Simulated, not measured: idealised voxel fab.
This section sets out a process module, namely voxel self aligned vias.
This is section cut - it's 270 nm across, gridded in 5 nm square cells.
Think of the cross-section as a grid of square cells. We describe it in bands, top to bottom, and each band covers one or more rows of those cells. Look at the band entry: it leads with the top's height and the bottom's height in nm. Then it lists the materials left to right, with a width in nm for each. The word "throughout" on a single material says that material fills the band edge to edge. The word "air" is empty space. A quick word on heights: they are counted from 0, and under that level the wafer as it came to us is one material throughout. The lowest band is different from the rest in having no bottom; it simply continues downward, written as in "top 0, no bottom". A width given as "30 to 40" starts at the first number in the band's top row and ends at the second number in its bottom row, shifting by an equal amount at every step from row to row. "left unchanged" means the step left every cell of the cross-section as it was. Entry "Closed cavity list" = empty spaces >= 8 cells with no open way to the top; each as width x height at distance, distance from left edge, all nm. If you see something after the settings on a step's line, that's the simulator's own remark about that step. The setting "overlay nm" may be written on the line of a step. When the step uses a mask, the value reports how far to the right of the planned place the mask lay, and a negative value reports that it lay to the left.

This section lists the process steps that were planned:
1 RECEIVE: material Si
2 CONFORMAL_DEP: material SiO2, thk nm 10
3 CONFORMAL_DEP: material SiCN, thk nm 5
4 DIRECTIONAL_DEP: material lowk, thk nm 20
5 MASKED_ETCH: tone open, mask id LINES, width nm 20, pitch nm 70, etch materials lowk, depth nm 20, overlay nm 0
6 CONFORMAL_DEP: material TiN, thk nm 5
7 FILL_DEP: material Ru, thk nm 10
8 CMP: height nm 35
9 SELECTIVE_ETCH: etch materials W Ru TiN, depth nm 5
10 FILL_DEP: material SiN, thk nm 5
11 CMP: height nm 35
12 DIRECTIONAL_DEP: material lowk, thk nm 20
13 DIRECTIONAL_DEP: material aC, thk nm 15
14 PATTERN: tone open, mask id VIAS, material resist, width nm 40, pitch nm 70, thk nm 30, overlay nm 0
15 DIRECTIONAL_ETCH: etch materials aC, depth nm 15
16 STRIP: etch materials resist
17 DIRECTIONAL_ETCH: etch materials lowk, depth nm 20
18 DIRECTIONAL_ETCH: etch materials SiN, depth nm 5
19 STRIP: etch materials aC
20 CONFORMAL_DEP: material TiN, thk nm 5
21 FILL_DEP: material Ru, thk nm 10
22 CMP: height nm 55
23 CONFORMAL_DEP: material SiCN, thk nm 5

Cross-section, incoming material, after step 1:
	top 0, no bottom: Si throughout
	Closed cavity list: none

First of two wafers: cross-section at end of module, run per plan:
	top 60, bottom 55: SiCN throughout
	top 55, bottom 40: lowk: 80  TiN: 5  Ru: 30  TiN: 5  lowk: 30  TiN: 5  Ru: 30  TiN: 5  lowk: 80
	top 40, bottom 35: lowk: 80  TiN: 15  Ru: 10  TiN: 15  lowk: 30  TiN: 15  Ru: 10  TiN: 15  lowk: 80
	top 35, bottom 30: lowk: 90  TiN: 20  lowk: 50  TiN: 20  lowk: 90
	top 30, bottom 20: lowk: 90  TiN: 5  Ru: 10  TiN: 5  lowk: 50  TiN: 5  Ru: 10  TiN: 5  lowk: 90
	top 20, bottom 15: lowk: 90  TiN: 20  lowk: 50  TiN: 20  lowk: 90
	top 15, bottom 10: SiCN throughout
	top 10, bottom 0: SiO2 throughout
	top 0, no bottom: Si throughout
	Closed cavity list: none

Second wafer cross-section at end of module - shared start and plan with the first, one mistake in the run:
	top 60, bottom 55: SiCN throughout
	top 55, bottom 40: lowk: 80  TiN: 5  Ru: 30  TiN: 5  lowk: 30  TiN: 5  Ru: 30  TiN: 5  lowk: 80
	top 40, bottom 35: lowk: 80  TiN: 15  Ru: 10  TiN: 15  lowk: 30  TiN: 15  Ru: 10  TiN: 15  lowk: 80
	top 35, bottom 30: lowk: 90  TiN: 20  lowk: 50  TiN: 20  lowk: 90
	top 30, bottom 20: lowk: 90  TiN: 5  Ru: 10  TiN: 5  lowk: 50  TiN: 5  Ru: 10  TiN: 5  lowk: 90
	top 20, bottom 15: lowk: 90  TiN: 20  lowk: 50  TiN: 20  lowk: 90
	top 15, bottom 5: SiO2 throughout
	top 5, bottom 0: SiCN throughout
	top 0, no bottom: Si throughout
	Closed cavity list: none
Plan not followed: steps 2 and 3 run out of order (swapped)
If you tally the cells, the second wafer ends up with the same amount of every material as the first; it's all just sitting in different places.
